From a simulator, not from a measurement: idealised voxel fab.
The following process module bears the name voxel capacitor over wiring.
Square cells of 5 nm make up the cross-section cut, whose width is 155 nm.
For the purposes of this document, a cross-section shall be understood as a grid of square cells, specified as bands listed in top-to-bottom order, each band consisting of one or more rows of cells.
What a band's entry tells you: where the top is and where the bottom is, as heights in nm, and after that what lies inside, material by material from left to right, each with its width in nm. Empty space is written as the word "blank", and a single material marked with the word "everywhere" occupies the band from edge to edge.
Counting heights begins at 0, where everything beneath is, in the wafer as received, one material. The lowest band has no bottom; it goes on downwards, as "0 and below" shows.
A width such as "30..40" changes by the same amount from each row of cells to the next, from the band's top row to its bottom row.
Any step labelled "remained the same" changed none of the cells in the cross-section.
If an empty space has no open way to the top and is at least 8 cells in size, "Sealed voids" lists it, written width x height at distance, where distance is measured from the left edge and every value is in nm.
On each step's line, the part that comes after the settings is the simulator's own comment on the step.
The setting "overlay nm" may be written on the line of a step. When the step uses a mask, the value reports how far to the right of the planned place the mask lay, and a negative value reports that it lay to the left.
# Set out below are the planned steps of the process
1) RECEIVE [material Si]
2) CONFORMAL_DEP [material SiO2] [thk nm 15]
3) CONFORMAL_DEP [material SiN] [thk nm 5]
4) DIRECTIONAL_DEP [material SiO2] [thk nm 25]
5) PATTERN [tone open] [mask id METAL_1] [material resist] [width nm 25] [pitch nm 80] [thk nm 15] [overlay nm 0]
6) DIRECTIONAL_ETCH [etch materials SiO2] [depth nm 25]
7) DIRECTIONAL_ETCH [etch materials SiN] [depth nm 5]
8) STRIP [etch materials resist]
9) CONFORMAL_DEP [material TiN] [thk nm 5]
10) FILL_DEP [material Cu] [thk nm 10]
11) CMP [height nm 45]
12) CONFORMAL_DEP [material SiCN] [thk nm 5]
13) DIRECTIONAL_DEP [material lowk] [thk nm 20]
14) DIRECTIONAL_DEP [material aC] [thk nm 10]
15) PATTERN [tone open] [mask id PLUG_1] [material resist] [width nm 15] [thk nm 30] [overlay nm 0]
16) DIRECTIONAL_ETCH [etch materials aC] [depth nm 10]
17) STRIP [etch materials resist]
18) DIRECTIONAL_ETCH [etch materials lowk] [depth nm 20]
19) DIRECTIONAL_ETCH [etch materials SiCN] [depth nm 5]
20) STRIP [etch materials aC]
21) EPI [material Ru] [thk nm 10]
22) EPI [material Ru] [thk nm 10]
23) EPI [material Ru] [thk nm 5]
24) DIRECTIONAL_DEP [material TiN] [thk nm 5]
25) DIRECTIONAL_DEP [material SiN] [thk nm 5]
26) DIRECTIONAL_DEP [material TiN] [thk nm 10]
27) MASKED_ETCH [tone cover] [mask id UPPER_PLATE] [width nm 60] [etch materials TiN] [depth nm 10] [overlay nm 0]
28) MASKED_ETCH [tone cover] [mask id UPPER_PLATE] [width nm 60] [etch materials SiN] [depth nm 5] [overlay nm 0]
29) MASKED_ETCH [tone cover] [mask id LOWER_PLATE] [width nm 70] [etch materials TiN] [depth nm 5] [overlay nm 0]
30) FILL_DEP [material SiO2] [thk nm 20]
31) CMP [height nm 105]
32) MASKED_ETCH [tone open] [mask id PLUG_2] [width nm 15] [etch materials SiO2] [depth nm 15] [overlay nm 0]
33) CONFORMAL_DEP [material TiN] [thk nm 5]
34) FILL_DEP [material W] [thk nm 5]
35) CMP [height nm 105]
36) CONFORMAL_DEP [material SiN] [thk nm 5]
# The first of the two wafers, which ran as planned
# Delivered wafer in cross-section: state after step 1
	0 and below: Si everywhere
	Sealed voids: none
# The wafer in cross-section once step 2 is complete
	15 down to 0: SiO2 everywhere
	Below 0, no change.
# The wafer in cross-section once step 3 is complete
	20 down to 15: SiN everywhere
	Below 15, no change.
# The wafer in cross-section once step 4 is complete
	45 down to 20: SiO2 everywhere
	Below 20, no change.
# The wafer in cross-section once step 5 is complete
	60 down to 45: 25 resist | 25 blank | 55 resist | 25 blank | 25 resist
	Below 45, no change.
# The wafer in cross-section once step 6 is complete
	60 down to 45: 25 resist | 25 blank | 55 resist | 25 blank | 25 resist
	45 down to 20: 25 SiO2 | 25 blank | 55 SiO2 | 25 blank | 25 SiO2
	Below 20, no change.
# The wafer in cross-section once step 7 is complete
	60 down to 45: 25 resist | 25 blank | 55 resist | 25 blank | 25 resist
	45 down to 20: 25 SiO2 | 25 blank | 55 SiO2 | 25 blank | 25 SiO2
	20 down to 15: 25 SiN | 25 blank | 55 SiN | 25 blank | 25 SiN
	Below 15, no change.
# The wafer in cross-section once step 8 is complete
	45 down to 20: 25 SiO2 | 25 blank | 55 SiO2 | 25 blank | 25 SiO2
	Below 20, no change.
# The wafer in cross-section once step 9 is complete
	50 down to 45: 30 TiN | 15 blank | 65 TiN | 15 blank | 30 TiN
	45 down to 20: 25 SiO2 | 5 TiN | 15 blank | 5 TiN | 55 SiO2 | 5 TiN | 15 blank | 5 TiN | 25 SiO2
	20 down to 15: 25 SiN | 25 TiN | 55 SiN | 25 TiN | 25 SiN
	Below 15, no change.
# The wafer in cross-section once step 10 is complete
	60 down to 50: Cu everywhere
	50 down to 45: 30 TiN | 15 Cu | 65 TiN | 15 Cu | 30 TiN
	45 down to 20: 25 SiO2 | 5 TiN | 15 Cu | 5 TiN | 55 SiO2 | 5 TiN | 15 Cu | 5 TiN | 25 SiO2
	Below 20, no change.
# The wafer in cross-section once step 11 is complete
	45 down to 20: 25 SiO2 | 5 TiN | 15 Cu | 5 TiN | 55 SiO2 | 5 TiN | 15 Cu | 5 TiN | 25 SiO2
	Below 20, no change.
# The wafer in cross-section once step 12 is complete
	50 down to 45: SiCN everywhere
	Below 45, no change.
# The wafer in cross-section once step 13 is complete
	70 down to 50: lowk everywhere
	Below 50, no change.
# The wafer in cross-section once step 14 is complete
	80 down to 70: aC everywhere
	Below 70, no change.
# The wafer in cross-section once step 15 is complete
	110 down to 80: 35 resist | 15 blank | 105 resist
	Below 80, no change.
# The wafer in cross-section once step 16 is complete
	100 down to 80: 35 resist | 15 blank | 105 resist
	80 down to 70: 35 aC | 15 blank | 105 aC
	Below 70, no change.
# The wafer in cross-section once step 17 is complete
	80 down to 70: 35 aC | 15 blank | 105 aC
	Below 70, no change.
# The wafer in cross-section once step 18 is complete
	80 down to 70: 35 aC | 15 blank | 105 aC
	70 down to 50: 35 lowk | 15 blank | 105 lowk
	Below 50, no change.
# The wafer in cross-section once step 19 is complete
	80 down to 70: 35 aC | 15 blank | 105 aC
	70 down to 50: 35 lowk | 15 blank | 105 lowk
	50 down to 45: 35 SiCN | 15 blank | 105 SiCN
	Below 45, no change.
# The wafer in cross-section once step 20 is complete
	70 down to 50: 35 lowk | 15 blank | 105 lowk
	Below 50, no change.
# The wafer in cross-section once step 21 is complete
	70 down to 55: 35 lowk | 15 blank | 105 lowk
	55 down to 50: 35 lowk | 15 Ru | 105 lowk
	50 down to 45: 35 SiCN | 15 Ru | 105 SiCN
	Below 45, no change.
# The wafer in cross-section once step 22 is complete
	70 down to 65: 35 lowk | 15 blank | 105 lowk
	65 down to 50: 35 lowk | 15 Ru | 105 lowk
	Below 50, no change.
# The wafer in cross-section once step 23 is complete
	70 down to 50: 35 lowk | 15 Ru | 105 lowk
	Below 50, no change.
# The wafer in cross-section once step 24 is complete
	75 down to 70: TiN everywhere
	Below 70, no change.
# The wafer in cross-section once step 25 is complete
	80 down to 75: SiN everywhere
	Below 75, no change.
# The wafer in cross-section once step 26 is complete
	90 down to 80: TiN everywhere
	Below 80, no change.
# The wafer in cross-section once step 27 is complete
	90 down to 80: 35 blank | 60 TiN | 60 blank
	Below 80, no change.
# The wafer in cross-section once step 28 is complete
	90 down to 80: 35 blank | 60 TiN | 60 blank
	80 down to 75: 35 blank | 60 SiN | 60 blank
	Below 75, no change.
# The wafer in cross-section once step 29 is complete
	90 down to 80: 35 blank | 60 TiN | 60 blank
	80 down to 75: 35 blank | 60 SiN | 60 blank
	75 down to 70: 30 blank | 70 TiN | 55 blank
	Below 70, no change.
# The wafer in cross-section once step 30 is complete
	110 down to 90: SiO2 everywhere
	90 down to 80: 35 SiO2 | 60 TiN | 60 SiO2
	80 down to 75: 35 SiO2 | 60 SiN | 60 SiO2
	75 down to 70: 30 SiO2 | 70 TiN | 55 SiO2
	Below 70, no change.
# The wafer in cross-section once step 31 is complete
	105 down to 90: SiO2 everywhere
	Below 90, no change.
# The wafer in cross-section once step 32 is complete
	105 down to 90: 45 SiO2 | 15 blank | 95 SiO2
	Below 90, no change.
# The wafer in cross-section once step 33 is complete
	110 down to 105: 50 TiN | 5 blank | 100 TiN
	105 down to 95: 45 SiO2 | 5 TiN | 5 blank | 5 TiN | 95 SiO2
	95 down to 90: 45 SiO2 | 15 TiN | 95 SiO2
	Below 90, no change.
# The wafer in cross-section once step 34 is complete
	115 down to 110: W everywhere
	110 down to 105: 50 TiN | 5 W | 100 TiN
	105 down to 95: 45 SiO2 | 5 TiN | 5 W | 5 TiN | 95 SiO2
	Below 95, no change.
# The wafer in cross-section once step 35 is complete
	105 down to 95: 45 SiO2 | 5 TiN | 5 W | 5 TiN | 95 SiO2
	Below 95, no change.
# The wafer in cross-section once step 36 is complete
	110 down to 105: SiN everywhere
	Below 105, no change.
# What follows concerns the second wafer, which started out like the first and was meant to follow the very same plan; one mistake crept in when it was run, but everything up to and including step 24 is the same as for the first wafer
Here is the second wafer in cross-section at the point where step 25 of the plan should have been done: remained the same
# Here is the second wafer in cross-section at the point where step 26 of the plan should have been done
	85 down to 70: TiN everywhere
	Below 70, no change.
# Here is the second wafer in cross-section at the point where step 27 of the plan should have been done
	85 down to 75: 35 blank | 60 TiN | 60 blank
	Below 75, no change.
Here is the second wafer in cross-section at the point where step 28 of the plan should have been done: remained the same
# Here is the second wafer in cross-section at the point where step 29 of the plan should have been done
	85 down to 75: 35 blank | 60 TiN | 60 blank
	75 down to 70: 30 blank | 70 TiN | 55 blank
	Below 70, no change.
# Here is the second wafer in cross-section at the point where step 30 of the plan should have been done
	105 down to 85: SiO2 everywhere
	85 down to 75: 35 SiO2 | 60 TiN | 60 SiO2
	75 down to 70: 30 SiO2 | 70 TiN | 55 SiO2
	Below 70, no change.
Here is the second wafer in cross-section at the point where step 31 of the plan should have been done: remained the same
# Here is the second wafer in cross-section at the point where step 32 of the plan should have been done
	105 down to 90: 45 SiO2 | 15 blank | 95 SiO2
	Below 90, no change.
# Here is the second wafer in cross-section at the point where step 33 of the plan should have been done
	110 down to 105: 50 TiN | 5 blank | 100 TiN
	105 down to 95: 45 SiO2 | 5 TiN | 5 blank | 5 TiN | 95 SiO2
	95 down to 90: 45 SiO2 | 15 TiN | 95 SiO2
	Below 90, no change.
# Here is the second wafer in cross-section at the point where step 34 of the plan should have been done
	115 down to 110: W everywhere
	110 down to 105: 50 TiN | 5 W | 100 TiN
	105 down to 95: 45 SiO2 | 5 TiN | 5 W | 5 TiN | 95 SiO2
	Below 95, no change.
# Here is the second wafer in cross-section at the point where step 35 of the plan should have been done
	105 down to 95: 45 SiO2 | 5 TiN | 5 W | 5 TiN | 95 SiO2
	Below 95, no change.
# Here is the second wafer in cross-section at the point where step 36 of the plan should have been done
	110 down to 105: SiN everywhere
	Below 105, no change.
What was done differently from what was planned? no execution of plan step 25; skipped
Upon completion, the second wafer contains, in terms of cells, a greater or smaller amount of certain materials than the first wafer: SiN: 12 fewer, SiO2: 12 more
